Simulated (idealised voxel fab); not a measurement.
This section sets out a process module, namely voxel ribs on slabs.
Cross-section cut spans 270 nm and uses square cells 5 nm in size.
A cross-section is written here as square cells arranged in a grid, and it is given in bands from the top down, each band taking up one or more rows of cells.
Band: top height; bottom height; in nm. Then, left to right: material with width in nm, for each material. "edge to edge": a single material spanning edge to edge. "empty": empty space.
Heights from 0 (as-received wafer is one material below). Bottom band endless downward, as "from 0 down".
With a width like "30->40", each row of cells in the band differs from the next by the same amount, the top row carrying the first number and the bottom row the second.
Take "no change" at face value: in the step it is given for, the cross-section changed in none of its cells.
This entry, "closed voids", enumerates those empty regions of no fewer than 8 cells that possess no open connection to the top. Each region is reported in the form width x height at distance, the distance being taken from the left edge, with all three quantities expressed in nm.
That trailing text on a step's line, after the settings, is the simulator's own remark on the step.
A step's line can hold "overlay nm"; with a mask on that step, the setting says how far right of the planned place the mask lay, while a negative setting says it lay to the left.
The planned process steps are enumerated hereunder:
- 1: RECEIVE [material Si]
- 2: DIRECTIONAL_DEP [material SiO2] [thk nm 30]
- 3: DIRECTIONAL_DEP [material SiN] [thk nm 20]
- 4: MASKED_ETCH [tone cover] [mask id RIB] [width nm 20] [etch materials SiN] [depth nm 15] [overlay nm 0]
- 5: MASKED_ETCH [tone cover] [mask id SLAB] [width nm 50] [etch materials SiN] [depth nm 5] [overlay nm 0]
- 6: FILL_DEP [material SiO2] [thk nm 20]
- 7: CMP [height nm 65]
- 8: DIRECTIONAL_DEP [material TiN] [thk nm 5]
- 9: DIRECTIONAL_DEP [material aC] [thk nm 15]
- 10: PATTERN [tone cover] [mask id HEATER] [material resist] [width nm 30] [thk nm 35] [overlay nm 0]
- 11: DIRECTIONAL_ETCH [etch materials aC] [depth nm 15]
- 12: STRIP [etch materials resist]
- 13: DIRECTIONAL_ETCH [etch materials TiN] [depth nm 5]
- 14: STRIP [etch materials aC]
- 15: CONFORMAL_DEP [material SiO2] [thk nm 5]
Step 1 complete: cross-section of the wafer as received:
	from 0 down  Si edge to edge
	closed voids: none
Same starting wafer, same plan as above, one mistake in the execution; this is the cross-section at the end of the module:
	from 75 to 70  115 empty; 40 SiO2; 115 empty
	from 70 to 65  120 SiO2; 30 TiN; 120 SiO2
	from 65 to 45  SiO2 edge to edge
	from 45 to 35  125 SiO2; 20 SiN; 125 SiO2
	from 35 to 30  110 SiN; 15 SiO2; 20 SiN; 15 SiO2; 110 SiN
	from 30 to 0  SiO2 edge to edge
	from 0 down  Si edge to edge
	closed voids: none
What went wrong in running the wafer? so step 5 ended up running with a different setting than we planned, it ran as MASKED_ETCH [tone open] [mask id SLAB] [width nm 50] [etch materials SiN] [depth nm 5] [overlay nm 0]
